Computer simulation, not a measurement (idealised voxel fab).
Proc. module: voxel wiring stack
The cross-section on display is named cut; it measures 280 nm wide, and its cells are 5 nm squares.
Square cells in a grid make up a cross-section in this document, and the grid is given as bands, listed from the top down, each one or more rows of cells.
Look at the band entry: it leads with the top's height and the bottom's height in nm. Then it lists the materials left to right, with a width in nm for each. The word "throughout" on a single material says that material fills the band edge to edge. The word "empty" is empty space.
Ref level 0: as-received wafer is one material below here. Bottom band extends down with no lower bound ("0..down").
Quick explanation for "30..40": the width changes in equal steps down the rows of cells, from the first number in the band's top row to the second number in its bottom row.
The cross-section has no changed cell in any step marked "identical to before".
Empty spaces without an open route to the top, at least 8 cells in extent, make up the entry "Fully sealed voids"; each is given as width x height at distance, where the distance is measured from the left edge, and all are in nm.
On each step's line, the part that comes after the settings is the simulator's own comment on the step.
Among the settings permitted on a step's line is "overlay nm"; applied to a step with a mask, it specifies the extent to which the mask lay to the right of its planned position, whereas a negative figure signifies a position to the left.
Read the rest as pairs. Take the cross-section before one process step, then the cross-section after it, which shows only down to the lowest band that changed. Under the pair, find the step between them and its settings. Bear in mind that pairs may come from different runs of this module on the same starting wafer: link a pair to the pair above it only where its entry headed "Pre-step profile" says to.
# Pre-step profile
* 0..down | Si throughout
* Fully sealed voids: none
# Resulting Structure
* 10..0 | SiO2 throughout
* Heights below 0 show no change.
* Fully sealed voids: none
Relating the two cross-sections above, the step in between is CONFORMAL_DEP (material SiO2; thk nm 10)
Pre-step profile: just use the after drawing of the pair above as your starting point.
# Resulting Structure
* 15..10 | SiN throughout
* Heights below 10 show no change.
* Fully sealed voids: none
Relating the two cross-sections above, the step in between is CONFORMAL_DEP (material SiN; thk nm 5)
Pre-step profile: just use the after drawing of the pair above as your starting point.
# Resulting Structure
* 30..15 | lowk throughout
* Heights below 15 show no change.
* Fully sealed voids: none
Relating the two cross-sections above, the step in between is DIRECTIONAL_DEP (material lowk; thk nm 15)
Pre-step profile: just use the after drawing of the pair above as your starting point.
# Resulting Structure
* 40..30 | aC throughout
* Heights below 30 show no change.
* Fully sealed voids: none
Relating the two cross-sections above, the step in between is DIRECTIONAL_DEP (material aC; thk nm 10)
Pre-step profile: just use the after drawing of the pair above as your starting point.
# Resulting Structure
* 70..40 | 105 nm resist, 25 nm empty, 15 nm resist, 25 nm empty, 110 nm resist
* Heights below 40 show no change.
* Fully sealed voids: none
Relating the two cross-sections above, the step in between is PATTERN (tone open; mask id METAL_1; material resist; width nm 25; pitch nm 40; thk nm 30; overlay nm 0)
Pre-step profile: just use the after drawing of the pair above as your starting point.
# Resulting Structure
* 60..40 | 105 nm resist, 25 nm empty, 15 nm resist, 25 nm empty, 110 nm resist
* 40..30 | 105 nm aC, 25 nm empty, 15 nm aC, 25 nm empty, 110 nm aC
* Heights below 30 show no change.
* Fully sealed voids: none
Relating the two cross-sections above, the step in between is DIRECTIONAL_ETCH (etch materials aC; depth nm 10)
Pre-step profile: just use the after drawing of the pair above as your starting point.
# Resulting Structure
* 40..30 | 105 nm aC, 25 nm empty, 15 nm aC, 25 nm empty, 110 nm aC
* Heights below 30 show no change.
* Fully sealed voids: none
Relating the two cross-sections above, the step in between is STRIP (etch materials resist)
Pre-step profile: just use the after drawing of the pair above as your starting point.
# Resulting Structure
* 40..30 | 105 nm aC, 25 nm empty, 15 nm aC, 25 nm empty, 110 nm aC
* 30..15 | 105 nm lowk, 25 nm empty, 15 nm lowk, 25 nm empty, 110 nm lowk
* Heights below 15 show no change.
* Fully sealed voids: none
Relating the two cross-sections above, the step in between is DIRECTIONAL_ETCH (etch materials lowk; depth nm 15)
Pre-step profile: just use the after drawing of the pair above as your starting point.
# Resulting Structure
* 40..30 | 105 nm aC, 25 nm empty, 15 nm aC, 25 nm empty, 110 nm aC
* 30..15 | 105 nm lowk, 25 nm empty, 15 nm lowk, 25 nm empty, 110 nm lowk
* 15..10 | 105 nm SiN, 25 nm empty, 15 nm SiN, 25 nm empty, 110 nm SiN
* Heights below 10 show no change.
* Fully sealed voids: none
Relating the two cross-sections above, the step in between is DIRECTIONAL_ETCH (etch materials SiN; depth nm 5)
Pre-step profile: just use the after drawing of the pair above as your starting point.
# Resulting Structure
* 30..15 | 105 nm lowk, 25 nm empty, 15 nm lowk, 25 nm empty, 110 nm lowk
* Heights below 15 show no change.
* Fully sealed voids: none
Relating the two cross-sections above, the step in between is STRIP (etch materials aC)
Pre-step profile: just use the after drawing of the pair above as your starting point.
# Resulting Structure
* 35..30 | 110 nm TiN, 15 nm empty, 25 nm TiN, 15 nm empty, 115 nm TiN
* 30..15 | 105 nm lowk, 5 nm TiN, 15 nm empty, 5 nm TiN, 15 nm lowk, 5 nm TiN, 15 nm empty, 5 nm TiN, 110 nm lowk
* 15..10 | 105 nm SiN, 25 nm TiN, 15 nm SiN, 25 nm TiN, 110 nm SiN
* Heights below 10 show no change.
* Fully sealed voids: none
Relating the two cross-sections above, the step in between is CONFORMAL_DEP (material TiN; thk nm 5)
Pre-step profile: just use the after drawing of the pair above as your starting point.
# Resulting Structure
* 40..35 | Cu throughout
* 35..30 | 110 nm TiN, 15 nm Cu, 25 nm TiN, 15 nm Cu, 115 nm TiN
* 30..15 | 105 nm lowk, 5 nm TiN, 15 nm Cu, 5 nm TiN, 15 nm lowk, 5 nm TiN, 15 nm Cu, 5 nm TiN, 110 nm lowk
* Heights below 15 show no change.
* Fully sealed voids: none
Relating the two cross-sections above, the step in between is FILL_DEP (material Cu; thk nm 5)
Pre-step profile: just use the after drawing of the pair above as your starting point.
# Resulting Structure
* 30..15 | 105 nm lowk, 5 nm TiN, 15 nm Cu, 5 nm TiN, 15 nm lowk, 5 nm TiN, 15 nm Cu, 5 nm TiN, 110 nm lowk
* Heights below 15 show no change.
* Fully sealed voids: none
Relating the two cross-sections above, the step in between is CMP (height nm 30)
Pre-step profile: just use the after drawing of the pair above as your starting point.
# Resulting Structure
* 35..30 | SiCN throughout
* Heights below 30 show no change.
* Fully sealed voids: none
Relating the two cross-sections above, the step in between is CONFORMAL_DEP (material SiCN; thk nm 5)
Pre-step profile: just use the after drawing of the pair above as your starting point.
# Resulting Structure
* 55..35 | lowk throughout
* Heights below 35 show no change.
* Fully sealed voids: none
Relating the two cross-sections above, the step in between is DIRECTIONAL_DEP (material lowk; thk nm 20)
Pre-step profile: just use the after drawing of the pair above as your starting point.
# Resulting Structure
* 70..55 | aC throughout
* Heights below 55 show no change.
* Fully sealed voids: none
Relating the two cross-sections above, the step in between is DIRECTIONAL_DEP (material aC; thk nm 15)
Pre-step profile: just use the after drawing of the pair above as your starting point.
# Resulting Structure
* 105..70 | 105 nm resist, 15 nm empty, 25 nm resist, 15 nm empty, 120 nm resist
* Heights below 70 show no change.
* Fully sealed voids: none
Relating the two cross-sections above, the step in between is PATTERN (tone open; mask id PLUG_1; material resist; width nm 15; pitch nm 40; thk nm 35; overlay nm 0)
Pre-step profile: just use the after drawing of the pair above as your starting point.
# Resulting Structure
* 90..70 | 105 nm resist, 15 nm empty, 25 nm resist, 15 nm empty, 120 nm resist
* 70..55 | 105 nm aC, 15 nm empty, 25 nm aC, 15 nm empty, 120 nm aC
* Heights below 55 show no change.
* Fully sealed voids: none
Relating the two cross-sections above, the step in between is DIRECTIONAL_ETCH (etch materials aC; depth nm 15)
Pre-step profile: just use the after drawing of the pair above as your starting point.
# Resulting Structure
* 70..55 | 105 nm aC, 15 nm empty, 25 nm aC, 15 nm empty, 120 nm aC
* Heights below 55 show no change.
* Fully sealed voids: none
Relating the two cross-sections above, the step in between is STRIP (etch materials resist)
Pre-step profile: just use the after drawing of the pair above as your starting point.
# Resulting Structure
* 70..55 | 105 nm aC, 15 nm empty, 25 nm aC, 15 nm empty, 120 nm aC
* 55..35 | 105 nm lowk, 15 nm empty, 25 nm lowk, 15 nm empty, 120 nm lowk
* Heights below 35 show no change.
* Fully sealed voids: none
Relating the two cross-sections above, the step in between is DIRECTIONAL_ETCH (etch materials lowk; depth nm 20)
Pre-step profile: just use the after drawing of the pair above as your starting point.
# Resulting Structure
* 70..55 | 105 nm aC, 15 nm empty, 25 nm aC, 15 nm empty, 120 nm aC
* 55..35 | 105 nm lowk, 15 nm empty, 25 nm lowk, 15 nm empty, 120 nm lowk
* 35..30 | 105 nm SiCN, 15 nm empty, 25 nm SiCN, 15 nm empty, 120 nm SiCN
* Heights below 30 show no change.
* Fully sealed voids: none
Relating the two cross-sections above, the step in between is DIRECTIONAL_ETCH (etch materials SiCN; depth nm 5)
Pre-step profile: just use the after drawing of the pair above as your starting point.
# Resulting Structure
* 55..35 | 105 nm lowk, 15 nm empty, 25 nm lowk, 15 nm empty, 120 nm lowk
* Heights below 35 show no change.
* Fully sealed voids: none
Relating the two cross-sections above, the step in between is STRIP (etch materials aC)
Pre-step profile: just use the after drawing of the pair above as your starting point.
# Resulting Structure
* 60..55 | 110 nm TiN, 5 nm empty, 35 nm TiN, 5 nm empty, 125 nm TiN
* 55..35 | 105 nm lowk, 5 nm TiN, 5 nm empty, 5 nm TiN, 25 nm lowk, 5 nm TiN, 5 nm empty, 5 nm TiN, 120 nm lowk
* 35..30 | 105 nm SiCN, 15 nm TiN, 25 nm SiCN, 15 nm TiN, 120 nm SiCN
* Heights below 30 show no change.
* Fully sealed voids: none
Relating the two cross-sections above, the step in between is CONFORMAL_DEP (material TiN; thk nm 5)
Pre-step profile: just use the after drawing of the pair above as your starting point.
# Resulting Structure
* 65..60 | Ru throughout
* 60..55 | 110 nm TiN, 5 nm Ru, 35 nm TiN, 5 nm Ru, 125 nm TiN
* 55..35 | 105 nm lowk, 5 nm TiN, 5 nm Ru, 5 nm TiN, 25 nm lowk, 5 nm TiN, 5 nm Ru, 5 nm TiN, 120 nm lowk
* Heights below 35 show no change.
* Fully sealed voids: none
Relating the two cross-sections above, the step in between is FILL_DEP (material Ru; thk nm 5)
Pre-step profile: just use the after drawing of the pair above as your starting point.
# Resulting Structure
* 55..35 | 105 nm lowk, 5 nm TiN, 5 nm Ru, 5 nm TiN, 25 nm lowk, 5 nm TiN, 5 nm Ru, 5 nm TiN, 120 nm lowk
* Heights below 35 show no change.
* Fully sealed voids: none
Relating the two cross-sections above, the step in between is CMP (height nm 55)
Pre-step profile: just use the after drawing of the pair above as your starting point.
# Resulting Structure
* 60..55 | SiCN throughout
* Heights below 55 show no change.
* Fully sealed voids: none
Relating the two cross-sections above, the step in between is CONFORMAL_DEP (material SiCN; thk nm 5)
Pre-step profile: just use the after drawing of the pair above as your starting point.
# Resulting Structure
* 85..60 | lowk throughout
* Heights below 60 show no change.
* Fully sealed voids: none
Relating the two cross-sections above, the step in between is DIRECTIONAL_DEP (material lowk; thk nm 25)
Pre-step profile: just use the after drawing of the pair above as your starting point.
# Resulting Structure
* 85..60 | 105 nm lowk, 25 nm empty, 15 nm lowk, 25 nm empty, 110 nm lowk
* Heights below 60 show no change.
* Fully sealed voids: none
Relating the two cross-sections above, the step in between is MASKED_ETCH (tone open; mask id METAL_2; width nm 25; pitch nm 40; etch materials lowk; depth nm 25; overlay nm 0)
Pre-step profile: just use the after drawing of the pair above as your starting point.
# Resulting Structure
* 85..60 | 105 nm lowk, 25 nm empty, 15 nm lowk, 25 nm empty, 110 nm lowk
* 60..55 | 105 nm SiCN, 25 nm empty, 15 nm SiCN, 25 nm empty, 110 nm SiCN
* Heights below 55 show no change.
* Fully sealed voids: none
Relating the two cross-sections above, the step in between is MASKED_ETCH (tone open; mask id METAL_2; width nm 25; pitch nm 40; etch materials SiCN; depth nm 5; overlay nm 0)
Pre-step profile: just use the after drawing of the pair above as your starting point.
# Resulting Structure
* 90..85 | 110 nm TiN, 15 nm empty, 25 nm TiN, 15 nm empty, 115 nm TiN
* 85..60 | 105 nm lowk, 5 nm TiN, 15 nm empty, 5 nm TiN, 15 nm lowk, 5 nm TiN, 15 nm empty, 5 nm TiN, 110 nm lowk
* 60..55 | 105 nm SiCN, 25 nm TiN, 15 nm SiCN, 25 nm TiN, 110 nm SiCN
* Heights below 55 show no change.
* Fully sealed voids: none
Relating the two cross-sections above, the step in between is CONFORMAL_DEP (material TiN; thk nm 5)
Pre-step profile: just use the after drawing of the pair above as your starting point.
# Resulting Structure
* 95..90 | Cu throughout
* 90..85 | 110 nm TiN, 15 nm Cu, 25 nm TiN, 15 nm Cu, 115 nm TiN
* 85..60 | 105 nm lowk, 5 nm TiN, 15 nm Cu, 5 nm TiN, 15 nm lowk, 5 nm TiN, 15 nm Cu, 5 nm TiN, 110 nm lowk
* Heights below 60 show no change.
* Fully sealed voids: none
Relating the two cross-sections above, the step in between is FILL_DEP (material Cu; thk nm 5)
Pre-step profile: just use the after drawing of the pair above as your starting point.
# Resulting Structure
* 85..60 | 105 nm lowk, 5 nm TiN, 15 nm Cu, 5 nm TiN, 15 nm lowk, 5 nm TiN, 15 nm Cu, 5 nm TiN, 110 nm lowk
* Heights below 60 show no change.
* Fully sealed voids: none
Relating the two cross-sections above, the step in between is CMP (height nm 85)
Pre-step profile: just use the after drawing of the pair above as your starting point.
# Resulting Structure
* 90..85 | SiN throughout
* Heights below 85 show no change.
* Fully sealed voids: none
Relating the two cross-sections above, the step in between is CONFORMAL_DEP (material SiN; thk nm 5)
# Pre-step profile
* 10..0 | SiO2 throughout
* 0..down | Si throughout
* Fully sealed voids: none
# Resulting Structure
* 25..10 | lowk throughout
* Heights below 10 show no change.
* Fully sealed voids: none
Relating the two cross-sections above, the step in between is DIRECTIONAL_DEP (material lowk; thk nm 15)
Pre-step profile: just use the after drawing of the pair above as your starting point.
# Resulting Structure
* 35..25 | aC throughout
* Heights below 25 show no change.
* Fully sealed voids: none
Relating the two cross-sections above, the step in between is DIRECTIONAL_DEP (material aC; thk nm 10)
Pre-step profile: just use the after drawing of the pair above as your starting point.
# Resulting Structure
* 65..35 | 105 nm resist, 25 nm empty, 15 nm resist, 25 nm empty, 110 nm resist
* Heights below 35 show no change.
* Fully sealed voids: none
Relating the two cross-sections above, the step in between is PATTERN (tone open; mask id METAL_1; material resist; width nm 25; pitch nm 40; thk nm 30; overlay nm 0)
Pre-step profile: just use the after drawing of the pair above as your starting point.
# Resulting Structure
* 55..35 | 105 nm resist, 25 nm empty, 15 nm resist, 25 nm empty, 110 nm resist
* 35..25 | 105 nm aC, 25 nm empty, 15 nm aC, 25 nm empty, 110 nm aC
* Heights below 25 show no change.
* Fully sealed voids: none
Relating the two cross-sections above, the step in between is DIRECTIONAL_ETCH (etch materials aC; depth nm 10)
Pre-step profile: just use the after drawing of the pair above as your starting point.
# Resulting Structure
* 35..25 | 105 nm aC, 25 nm empty, 15 nm aC, 25 nm empty, 110 nm aC
* Heights below 25 show no change.
* Fully sealed voids: none
Relating the two cross-sections above, the step in between is STRIP (etch materials resist)
Pre-step profile: just use the after drawing of the pair above as your starting point.
# Resulting Structure
* 35..25 | 105 nm aC, 25 nm empty, 15 nm aC, 25 nm empty, 110 nm aC
* 25..10 | 105 nm lowk, 25 nm empty, 15 nm lowk, 25 nm empty, 110 nm lowk
* Heights below 10 show no change.
* Fully sealed voids: none
Relating the two cross-sections above, the step in between is DIRECTIONAL_ETCH (etch materials lowk; depth nm 15)
Pre-step profile: just use the after drawing of the pair above as your starting point.
# Resulting Structure
* 25..10 | 105 nm lowk, 25 nm empty, 15 nm lowk, 25 nm empty, 110 nm lowk
* Heights below 10 show no change.
* Fully sealed voids: none
Relating the two cross-sections above, the step in between is STRIP (etch materials aC)
Pre-step profile: just use the after drawing of the pair above as your starting point.
# Resulting Structure
* 30..25 | 110 nm TiN, 15 nm empty, 25 nm TiN, 15 nm empty, 115 nm TiN
* 25..15 | 105 nm lowk, 5 nm TiN, 15 nm empty, 5 nm TiN, 15 nm lowk, 5 nm TiN, 15 nm empty, 5 nm TiN, 110 nm lowk
* 15..10 | 105 nm lowk, 25 nm TiN, 15 nm lowk, 25 nm TiN, 110 nm lowk
* Heights below 10 show no change.
* Fully sealed voids: none
Relating the two cross-sections above, the step in between is CONFORMAL_DEP (material TiN; thk nm 5)
Pre-step profile: just use the after drawing of the pair above as your starting point.
# Resulting Structure
* 35..30 | Cu throughout
* 30..25 | 110 nm TiN, 15 nm Cu, 25 nm TiN, 15 nm Cu, 115 nm TiN
* 25..15 | 105 nm lowk, 5 nm TiN, 15 nm Cu, 5 nm TiN, 15 nm lowk, 5 nm TiN, 15 nm Cu, 5 nm TiN, 110 nm lowk
* Heights below 15 show no change.
* Fully sealed voids: none
Relating the two cross-sections above, the step in between is FILL_DEP (material Cu; thk nm 5)
Pre-step profile: just use the after drawing of the pair above as your starting point.
# Resulting Structure
* 30..25 | 110 nm TiN, 15 nm Cu, 25 nm TiN, 15 nm Cu, 115 nm TiN
* Heights below 25 show no change.
* Fully sealed voids: none
Relating the two cross-sections above, the step in between is CMP (height nm 30)
Pre-step profile: just use the after drawing of the pair above as your starting point.
# Resulting Structure
* 35..30 | SiCN throughout
* Heights below 30 show no change.
* Fully sealed voids: none
Relating the two cross-sections above, the step in between is CONFORMAL_DEP (material SiCN; thk nm 5)
Pre-step profile: just use the after drawing of the pair above as your starting point.
# Resulting Structure
* 55..35 | lowk throughout
* Heights below 35 show no change.
* Fully sealed voids: none
Relating the two cross-sections above, the step in between is DIRECTIONAL_DEP (material lowk; thk nm 20)
Pre-step profile: just use the after drawing of the pair above as your starting point.
# Resulting Structure
* 70..55 | aC throughout
* Heights below 55 show no change.
* Fully sealed voids: none
Relating the two cross-sections above, the step in between is DIRECTIONAL_DEP (material aC; thk nm 15)
Pre-step profile: just use the after drawing of the pair above as your starting point.
# Resulting Structure
* 105..70 | 105 nm resist, 15 nm empty, 25 nm resist, 15 nm empty, 120 nm resist
* Heights below 70 show no change.
* Fully sealed voids: none
Relating the two cross-sections above, the step in between is PATTERN (tone open; mask id PLUG_1; material resist; width nm 15; pitch nm 40; thk nm 35; overlay nm 0)
Pre-step profile: just use the after drawing of the pair above as your starting point.
# Resulting Structure
* 90..70 | 105 nm resist, 15 nm empty, 25 nm resist, 15 nm empty, 120 nm resist
* 70..55 | 105 nm aC, 15 nm empty, 25 nm aC, 15 nm empty, 120 nm aC
* Heights below 55 show no change.
* Fully sealed voids: none
Relating the two cross-sections above, the step in between is DIRECTIONAL_ETCH (etch materials aC; depth nm 15)
Pre-step profile: just use the after drawing of the pair above as your starting point.
# Resulting Structure
* 70..55 | 105 nm aC, 15 nm empty, 25 nm aC, 15 nm empty, 120 nm aC
* Heights below 55 show no change.
* Fully sealed voids: none
Relating the two cross-sections above, the step in between is STRIP (etch materials resist)
Pre-step profile: just use the after drawing of the pair above as your starting point.
# Resulting Structure
* 70..55 | 105 nm aC, 15 nm empty, 25 nm aC, 15 nm empty, 120 nm aC
* 55..35 | 105 nm lowk, 15 nm empty, 25 nm lowk, 15 nm empty, 120 nm lowk
* Heights below 35 show no change.
* Fully sealed voids: none
Relating the two cross-sections above, the step in between is DIRECTIONAL_ETCH (etch materials lowk; depth nm 20)
Pre-step profile: just use the after drawing of the pair above as your starting point.
# Resulting Structure
* 70..55 | 105 nm aC, 15 nm empty, 25 nm aC, 15 nm empty, 120 nm aC
* 55..35 | 105 nm lowk, 15 nm empty, 25 nm lowk, 15 nm empty, 120 nm lowk
* 35..30 | 105 nm SiCN, 15 nm empty, 25 nm SiCN, 15 nm empty, 120 nm SiCN
* Heights below 30 show no change.
* Fully sealed voids: none
Relating the two cross-sections above, the step in between is DIRECTIONAL_ETCH (etch materials SiCN; depth nm 5)
Pre-step profile: just use the after drawing of the pair above as your starting point.
# Resulting Structure
* 55..35 | 105 nm lowk, 15 nm empty, 25 nm lowk, 15 nm empty, 120 nm lowk
* Heights below 35 show no change.
* Fully sealed voids: none
Relating the two cross-sections above, the step in between is STRIP (etch materials aC)
Pre-step profile: just use the after drawing of the pair above as your starting point.
# Resulting Structure
* 60..55 | 110 nm TiN, 5 nm empty, 35 nm TiN, 5 nm empty, 125 nm TiN
* 55..35 | 105 nm lowk, 5 nm TiN, 5 nm empty, 5 nm TiN, 25 nm lowk, 5 nm TiN, 5 nm empty, 5 nm TiN, 120 nm lowk
* 35..30 | 105 nm SiCN, 15 nm TiN, 25 nm SiCN, 15 nm TiN, 120 nm SiCN
* Heights below 30 show no change.
* Fully sealed voids: none
Relating the two cross-sections above, the step in between is CONFORMAL_DEP (material TiN; thk nm 5)
Pre-step profile: just use the after drawing of the pair above as your starting point.
# Resulting Structure
* 65..60 | Ru throughout
* 60..55 | 110 nm TiN, 5 nm Ru, 35 nm TiN, 5 nm Ru, 125 nm TiN
* 55..35 | 105 nm lowk, 5 nm TiN, 5 nm Ru, 5 nm TiN, 25 nm lowk, 5 nm TiN, 5 nm Ru, 5 nm TiN, 120 nm lowk
* Heights below 35 show no change.
* Fully sealed voids: none
Relating the two cross-sections above, the step in between is FILL_DEP (material Ru; thk nm 5)
Pre-step profile: just use the after drawing of the pair above as your starting point.
# Resulting Structure
* 55..35 | 105 nm lowk, 5 nm TiN, 5 nm Ru, 5 nm TiN, 25 nm lowk, 5 nm TiN, 5 nm Ru, 5 nm TiN, 120 nm lowk
* Heights below 35 show no change.
* Fully sealed voids: none
Relating the two cross-sections above, the step in between is CMP (height nm 55)
Pre-step profile: just use the after drawing of the pair above as your starting point.
# Resulting Structure
* 60..55 | SiCN throughout
* Heights below 55 show no change.
* Fully sealed voids: none
Relating the two cross-sections above, the step in between is CONFORMAL_DEP (material SiCN; thk nm 5)
Pre-step profile: just use the after drawing of the pair above as your starting point.
# Resulting Structure
* 85..60 | lowk throughout
* Heights below 60 show no change.
* Fully sealed voids: none
Relating the two cross-sections above, the step in between is DIRECTIONAL_DEP (material lowk; thk nm 25)
Pre-step profile: just use the after drawing of the pair above as your starting point.
# Resulting Structure
* 85..60 | 105 nm lowk, 25 nm empty, 15 nm lowk, 25 nm empty, 110 nm lowk
* Heights below 60 show no change.
* Fully sealed voids: none
Relating the two cross-sections above, the step in between is MASKED_ETCH (tone open; mask id METAL_2; width nm 25; pitch nm 40; etch materials lowk; depth nm 25; overlay nm 0)
Pre-step profile: just use the after drawing of the pair above as your starting point.
# Resulting Structure
* 85..60 | 105 nm lowk, 25 nm empty, 15 nm lowk, 25 nm empty, 110 nm lowk
* 60..55 | 105 nm SiCN, 25 nm empty, 15 nm SiCN, 25 nm empty, 110 nm SiCN
* Heights below 55 show no change.
* Fully sealed voids: none
Relating the two cross-sections above, the step in between is MASKED_ETCH (tone open; mask id METAL_2; width nm 25; pitch nm 40; etch materials SiCN; depth nm 5; overlay nm 0)
Pre-step profile: just use the after drawing of the pair above as your starting point.
# Resulting Structure
* 90..85 | 110 nm TiN, 15 nm empty, 25 nm TiN, 15 nm empty, 115 nm TiN
* 85..60 | 105 nm lowk, 5 nm TiN, 15 nm empty, 5 nm TiN, 15 nm lowk, 5 nm TiN, 15 nm empty, 5 nm TiN, 110 nm lowk
* 60..55 | 105 nm SiCN, 25 nm TiN, 15 nm SiCN, 25 nm TiN, 110 nm SiCN
* Heights below 55 show no change.
* Fully sealed voids: none
Relating the two cross-sections above, the step in between is CONFORMAL_DEP (material TiN; thk nm 5)
Pre-step profile: just use the after drawing of the pair above as your starting point.
# Resulting Structure
* 95..90 | Cu throughout
* 90..85 | 110 nm TiN, 15 nm Cu, 25 nm TiN, 15 nm Cu, 115 nm TiN
* 85..60 | 105 nm lowk, 5 nm TiN, 15 nm Cu, 5 nm TiN, 15 nm lowk, 5 nm TiN, 15 nm Cu, 5 nm TiN, 110 nm lowk
* Heights below 60 show no change.
* Fully sealed voids: none
Relating the two cross-sections above, the step in between is FILL_DEP (material Cu; thk nm 5)
Pre-step profile: just use the after drawing of the pair above as your starting point.
# Resulting Structure
* 85..60 | 105 nm lowk, 5 nm TiN, 15 nm Cu, 5 nm TiN, 15 nm lowk, 5 nm TiN, 15 nm Cu, 5 nm TiN, 110 nm lowk
* Heights below 60 show no change.
* Fully sealed voids: none
Relating the two cross-sections above, the step in between is CMP (height nm 85)
Pre-step profile: just use the after drawing of the pair above as your starting point.
# Resulting Structure
* 90..85 | SiN throughout
* Heights below 85 show no change.
* Fully sealed voids: none
Relating the two cross-sections above, the step in between is CONFORMAL_DEP (material SiN; thk nm 5)
# Pre-step profile
* 0..down | Si throughout
* Fully sealed voids: none
# Resulting Structure
* 5..0 | SiN throughout
* Heights below 0 show no change.
* Fully sealed voids: none
Relating the two cross-sections above, the step in between is CONFORMAL_DEP (material SiN; thk nm 5)
Pre-step profile: just use the after drawing of the pair above as your starting point.
# Resulting Structure
* 15..5 | SiO2 throughout
* Heights below 5 show no change.
* Fully sealed voids: none
Relating the two cross-sections above, the step in between is CONFORMAL_DEP (material SiO2; thk nm 10)
Pre-step profile: just use the after drawing of the pair above as your starting point.
# Resulting Structure
* 30..15 | lowk throughout
* Heights below 15 show no change.
* Fully sealed voids: none
Relating the two cross-sections above, the step in between is DIRECTIONAL_DEP (material lowk; thk nm 15)
Pre-step profile: just use the after drawing of the pair above as your starting point.
# Resulting Structure
* 40..30 | aC throughout
* Heights below 30 show no change.
* Fully sealed voids: none
Relating the two cross-sections above, the step in between is DIRECTIONAL_DEP (material aC; thk nm 10)
Pre-step profile: just use the after drawing of the pair above as your starting point.
# Resulting Structure
* 70..40 | 105 nm resist, 25 nm empty, 15 nm resist, 25 nm empty, 110 nm resist
* Heights below 40 show no change.
* Fully sealed voids: none
Relating the two cross-sections above, the step in between is PATTERN (tone open; mask id METAL_1; material resist; width nm 25; pitch nm 40; thk nm 30; overlay nm 0)
Pre-step profile: just use the after drawing of the pair above as your starting point.
# Resulting Structure
* 60..40 | 105 nm resist, 25 nm empty, 15 nm resist, 25 nm empty, 110 nm resist
* 40..30 | 105 nm aC, 25 nm empty, 15 nm aC, 25 nm empty, 110 nm aC
* Heights below 30 show no change.
* Fully sealed voids: none
Relating the two cross-sections above, the step in between is DIRECTIONAL_ETCH (etch materials aC; depth nm 10)
Pre-step profile: just use the after drawing of the pair above as your starting point.
# Resulting Structure
* 40..30 | 105 nm aC, 25 nm empty, 15 nm aC, 25 nm empty, 110 nm aC
* Heights below 30 show no change.
* Fully sealed voids: none
Relating the two cross-sections above, the step in between is STRIP (etch materials resist)
Pre-step profile: just use the after drawing of the pair above as your starting point.
# Resulting Structure
* 40..30 | 105 nm aC, 25 nm empty, 15 nm aC, 25 nm empty, 110 nm aC
* 30..15 | 105 nm lowk, 25 nm empty, 15 nm lowk, 25 nm empty, 110 nm lowk
* Heights below 15 show no change.
* Fully sealed voids: none
Relating the two cross-sections above, the step in between is DIRECTIONAL_ETCH (etch materials lowk; depth nm 15)
Pre-step profile: just use the after drawing of the pair above as your starting point.
# Resulting Structure
* 30..15 | 105 nm lowk, 25 nm empty, 15 nm lowk, 25 nm empty, 110 nm lowk
* Heights below 15 show no change.
* Fully sealed voids: none
Relating the two cross-sections above, the step in between is STRIP (etch materials aC)
Pre-step profile: just use the after drawing of the pair above as your starting point.
# Resulting Structure
* 35..30 | 110 nm TiN, 15 nm empty, 25 nm TiN, 15 nm empty, 115 nm TiN
* 30..20 | 105 nm lowk, 5 nm TiN, 15 nm empty, 5 nm TiN, 15 nm lowk, 5 nm TiN, 15 nm empty, 5 nm TiN, 110 nm lowk
* 20..15 | 105 nm lowk, 25 nm TiN, 15 nm lowk, 25 nm TiN, 110 nm lowk
* Heights below 15 show no change.
* Fully sealed voids: none
Relating the two cross-sections above, the step in between is CONFORMAL_DEP (material TiN; thk nm 5)
Pre-step profile: just use the after drawing of the pair above as your starting point.
# Resulting Structure
* 40..35 | Cu throughout
* 35..30 | 110 nm TiN, 15 nm Cu, 25 nm TiN, 15 nm Cu, 115 nm TiN
* 30..20 | 105 nm lowk, 5 nm TiN, 15 nm Cu, 5 nm TiN, 15 nm lowk, 5 nm TiN, 15 nm Cu, 5 nm TiN, 110 nm lowk
* Heights below 20 show no change.
* Fully sealed voids: none
Relating the two cross-sections above, the step in between is FILL_DEP (material Cu; thk nm 5)
Pre-step profile: just use the after drawing of the pair above as your starting point.
# Resulting Structure
* 30..20 | 105 nm lowk, 5 nm TiN, 15 nm Cu, 5 nm TiN, 15 nm lowk, 5 nm TiN, 15 nm Cu, 5 nm TiN, 110 nm lowk
* Heights below 20 show no change.
* Fully sealed voids: none
Relating the two cross-sections above, the step in between is CMP (height nm 30)
Pre-step profile: just use the after drawing of the pair above as your starting point.
# Resulting Structure
* 35..30 | SiCN throughout
* Heights below 30 show no change.
* Fully sealed voids: none
Relating the two cross-sections above, the step in between is CONFORMAL_DEP (material SiCN; thk nm 5)
Pre-step profile: just use the after drawing of the pair above as your starting point.
# Resulting Structure
* 55..35 | lowk throughout
* Heights below 35 show no change.
* Fully sealed voids: none
Relating the two cross-sections above, the step in between is DIRECTIONAL_DEP (material lowk; thk nm 20)
Pre-step profile: just use the after drawing of the pair above as your starting point.
# Resulting Structure
* 70..55 | aC throughout
* Heights below 55 show no change.
* Fully sealed voids: none
Relating the two cross-sections above, the step in between is DIRECTIONAL_DEP (material aC; thk nm 15)
Pre-step profile: just use the after drawing of the pair above as your starting point.
# Resulting Structure
* 105..70 | 105 nm resist, 15 nm empty, 25 nm resist, 15 nm empty, 120 nm resist
* Heights below 70 show no change.
* Fully sealed voids: none
Relating the two cross-sections above, the step in between is PATTERN (tone open; mask id PLUG_1; material resist; width nm 15; pitch nm 40; thk nm 35; overlay nm 0)
Pre-step profile: just use the after drawing of the pair above as your starting point.
# Resulting Structure
* 90..70 | 105 nm resist, 15 nm empty, 25 nm resist, 15 nm empty, 120 nm resist
* 70..55 | 105 nm aC, 15 nm empty, 25 nm aC, 15 nm empty, 120 nm aC
* Heights below 55 show no change.
* Fully sealed voids: none
Relating the two cross-sections above, the step in between is DIRECTIONAL_ETCH (etch materials aC; depth nm 15)
Pre-step profile: just use the after drawing of the pair above as your starting point.
# Resulting Structure
* 70..55 | 105 nm aC, 15 nm empty, 25 nm aC, 15 nm empty, 120 nm aC
* Heights below 55 show no change.
* Fully sealed voids: none
Relating the two cross-sections above, the step in between is STRIP (etch materials resist)
